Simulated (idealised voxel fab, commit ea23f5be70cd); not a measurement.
process module | voxel self aligned contacts
cross-section cut | 160 nm wide | cells 5 nm
A cross-section is a grid of square cells, given in bands from the top down. A band is one or more rows of cells.
Each band's line starts with the height of the band's top and of its bottom, in nm. Then come its materials from left to right, each with its width in nm. One material with "throughout" fills the band from edge to edge. "air" is empty space.
Height 0 is the level under which the wafer as received is all one material. The lowest band goes on downwards, as in "0 down".
A width such as "30 to 40" changes by the same amount from each row of cells to the next, from the band's top row to its bottom row.
"no change" after a step means that no cell of the cross-section changed.
closed voids: empty space of 8 cells or more with no open way to the top, each as width x height at its distance from the left edge, in nm
after a step's settings: what the simulator itself notes on the step
overlay nm, on a step with a mask: how far to the right of its planned place the mask lay; to the left if negative
plan
1 op RECEIVE | material Si
2 op OXIDIZE | depth nm 5
3 op DIRECTIONAL_DEP | material polySi | thk nm 25
4 op DIRECTIONAL_DEP | material SiN | thk nm 20
5 op DIRECTIONAL_DEP | material aC | thk nm 10
6 op PATTERN | tone cover | mask id GATE | material resist | width nm 30 | pitch nm 75 | thk nm 25 | overlay nm 0
7 op DIRECTIONAL_ETCH | etch materials aC | depth nm 10
8 op STRIP | etch materials resist
9 op DIRECTIONAL_ETCH | etch materials SiN | depth nm 20
10 op DIRECTIONAL_ETCH | etch materials polySi | depth nm 25
11 op STRIP | etch materials aC
12 op CONFORMAL_DEP | material SiN | thk nm 10
13 op DIRECTIONAL_ETCH | etch materials SiN | depth nm 10
14 op FILL_DEP | material SiO2 | thk nm 15
15 op CMP | height nm 50
16 op DIRECTIONAL_DEP | material aC | thk nm 15
17 op PATTERN | tone open | mask id CONTACT | material resist | width nm 55 | thk nm 35 | overlay nm 0
18 op DIRECTIONAL_ETCH | etch materials aC | depth nm 15
19 op STRIP | etch materials resist
20 op DIRECTIONAL_ETCH | etch materials SiO2 | depth nm 55
21 op STRIP | etch materials aC
22 op CONFORMAL_DEP | material TiN | thk nm 5
23 op FILL_DEP | material Ru | thk nm 10
24 op CMP | height nm 50
25 op CONFORMAL_DEP | material SiCN | thk nm 5
as received, after step 1
  0 down: Si throughout
  closed voids: none
a wafer at the end: this start, this plan, one mistake
  55 to 50: SiCN throughout
  50 to 40: SiO2 50 | TiN 5 | Ru 45 | TiN 5 | SiO2 55
  40 to 35: SiO2 50 | TiN 10 | Ru 35 | TiN 10 | SiO2 55
  35 to 25: SiO2 25 | SiN 30 | TiN 5 | Ru 35 | TiN 5 | SiN 30 | SiO2 30
  25 to 0: SiO2 25 | polySi 30 | TiN 5 | Ru 35 | TiN 5 | polySi 30 | SiO2 30
  0 to -5: SiO2 55 | TiN 45 | SiO2 60
  -5 down: Si throughout
  closed voids: none
what went wrong: step 12 was left out
